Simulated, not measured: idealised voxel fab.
voxel released beams: a process module
Section shown: cut. Width: 300 nm. Cell size: 5 nm, square.
A cross-section is written here as square cells arranged in a grid, and it is given in bands from the top down, each band taking up one or more rows of cells. First you get the band's top height and its bottom height, in nm, and then the materials it's made of, left to right, with each width in nm. If you see a single material with "everywhere", that one covers the band edge to edge. "empty" is empty space. Convention: height 0 is the level below which the wafer, as received, is all one material. The lowest band does not terminate at the bottom but continues downward, represented as "0 -> down". It should be noted that a width expressed as "30->40" varies in equal increments from row to row of cells within the band, taking the value of the first number at the top row and that of the second number at the bottom row. Given "no modification" for a step, no cell of the cross-section differs between before and after that step. Listed in "Fully enclosed voids": every empty space of 8 or more cells without an open way to the top. Form: width x height at distance, the distance being from the left edge, all in nm. Text after the settings on a step's line: the simulator's own remark on that step. overlay nm: right-of-plan distance of the mask on a masked step; negative values mean left-of-plan.

HERE'S WHAT THE PLANNED PROCESS STEPS LOOK LIKE
1) RECEIVE (material Si)
2) CONFORMAL_DEP (material SiN; thk nm 10)
3) DIRECTIONAL_DEP (material SiO2; thk nm 20)
4) MASKED_ETCH (tone open; mask id ANCHOR; width nm 40; etch materials SiO2; depth nm 20; overlay nm 0)
5) CONFORMAL_DEP (material W; thk nm 15)
6) DIRECTIONAL_DEP (material aC; thk nm 15)
7) PATTERN (tone cover; mask id BEAM; material resist; width nm 100; thk nm 30; overlay nm 0)
8) DIRECTIONAL_ETCH (etch materials aC; depth nm 15)
9) STRIP (etch materials resist)
10) DIRECTIONAL_ETCH (etch materials W; depth nm 15)
11) STRIP (etch materials aC)
12) STRIP (etch materials SiO2)

FIRST OF TWO WAFERS, PROCESSED ACCORDING TO PLAN

AS-RECEIVED WAFER CROSS-SECTION (AFTER STEP 1)
> 0 -> down | Si everywhere
> Fully enclosed voids: none

STEP 2 COMPLETE: CROSS-SECTION THROUGH THE WAFER
> 10 -> 0 | SiN everywhere
> Lower than 0, everything is as it was.

STEP 3 COMPLETE: CROSS-SECTION THROUGH THE WAFER
> 30 -> 10 | SiO2 everywhere
> Lower than 10, everything is as it was.

STEP 4 COMPLETE: CROSS-SECTION THROUGH THE WAFER
> 30 -> 10 | SiO2 (100) | empty (40) | SiO2 (160)
> Lower than 10, everything is as it was.

STEP 5 COMPLETE: CROSS-SECTION THROUGH THE WAFER
> 45 -> 30 | W (115) | empty (10) | W (175)
> 30 -> 25 | SiO2 (100) | W (15) | empty (10) | W (15) | SiO2 (160)
> 25 -> 10 | SiO2 (100) | W (40) | SiO2 (160)
> Lower than 10, everything is as it was.

STEP 6 COMPLETE: CROSS-SECTION THROUGH THE WAFER
> 60 -> 45 | aC (115) | empty (10) | aC (175)
> 45 -> 40 | W (115) | empty (10) | W (175)
> 40 -> 30 | W (115) | aC (10) | W (175)
> 30 -> 25 | SiO2 (100) | W (15) | aC (10) | W (15) | SiO2 (160)
> Lower than 25, everything is as it was.

STEP 7 COMPLETE: CROSS-SECTION THROUGH THE WAFER
> 90 -> 60 | empty (95) | resist (100) | empty (105)
> 60 -> 45 | aC (115) | resist (10) | aC (175)
> 45 -> 40 | W (115) | resist (10) | W (175)
> Lower than 40, everything is as it was.

STEP 8 COMPLETE: CROSS-SECTION THROUGH THE WAFER
> 75 -> 60 | empty (95) | resist (100) | empty (105)
> 60 -> 45 | empty (95) | aC (20) | resist (10) | aC (70) | empty (105)
> Lower than 45, everything is as it was.

STEP 9 COMPLETE: CROSS-SECTION THROUGH THE WAFER
> 60 -> 45 | empty (95) | aC (20) | empty (10) | aC (70) | empty (105)
> 45 -> 40 | W (115) | empty (10) | W (175)
> Lower than 40, everything is as it was.

STEP 10 COMPLETE: CROSS-SECTION THROUGH THE WAFER
> 60 -> 45 | empty (95) | aC (20) | empty (10) | aC (70) | empty (105)
> 45 -> 40 | empty (95) | W (20) | empty (10) | W (70) | empty (105)
> 40 -> 30 | empty (95) | W (20) | aC (10) | W (70) | empty (105)
> Lower than 30, everything is as it was.

STEP 11 COMPLETE: CROSS-SECTION THROUGH THE WAFER
> 45 -> 30 | empty (95) | W (20) | empty (10) | W (70) | empty (105)
> 30 -> 25 | SiO2 (100) | W (15) | empty (10) | W (15) | SiO2 (160)
> Lower than 25, everything is as it was.

STEP 12 COMPLETE: CROSS-SECTION THROUGH THE WAFER
> 45 -> 30 | empty (95) | W (20) | empty (10) | W (70) | empty (105)
> 30 -> 25 | empty (100) | W (15) | empty (10) | W (15) | empty (160)
> 25 -> 10 | empty (100) | W (40) | empty (160)
> Lower than 10, everything is as it was.

SECOND WAFER - SHARED START AND PLAN WITH THE FIRST - ONE ERROR IN RUNNING - SAME AS THE FIRST UP TO STEP 5 INCLUSIVE

CROSS-SECTION: SECOND WAFER, TIME AT WHICH STEP 6 WAS SCHEDULED TO END
> 60 -> 45 | SiN (115) | empty (10) | SiN (175)
> 45 -> 40 | W (115) | empty (10) | W (175)
> 40 -> 30 | W (115) | SiN (10) | W (175)
> 30 -> 25 | SiO2 (100) | W (15) | SiN (10) | W (15) | SiO2 (160)
> Lower than 25, everything is as it was.

CROSS-SECTION: SECOND WAFER, TIME AT WHICH STEP 7 WAS SCHEDULED TO END
> 90 -> 60 | empty (95) | resist (100) | empty (105)
> 60 -> 45 | SiN (115) | resist (10) | SiN (175)
> 45 -> 40 | W (115) | resist (10) | W (175)
> Lower than 40, everything is as it was.

CROSS-SECTION: SECOND WAFER, TIME AT WHICH STEP 8 WAS SCHEDULED TO END
> 75 -> 60 | empty (95) | resist (100) | empty (105)
> Lower than 60, everything is as it was.

CROSS-SECTION: SECOND WAFER, TIME AT WHICH STEP 9 WAS SCHEDULED TO END
> 60 -> 45 | SiN (115) | empty (10) | SiN (175)
> 45 -> 40 | W (115) | empty (10) | W (175)
> Lower than 40, everything is as it was.

Cross-section: second wafer, time at which step 10 was scheduled to end: no modification

Cross-section: second wafer, time at which step 11 was scheduled to end: no modification

Cross-section: second wafer, time at which step 12 was scheduled to end: no modification
Nonconformance to the process plan: step 6 off recipe, ran as DIRECTIONAL_DEP (material SiN; thk nm 15)
Materials where the second wafer ends with more or fewer cells than the first: SiN: 180 more | SiO2: 208 more | W: 120 more
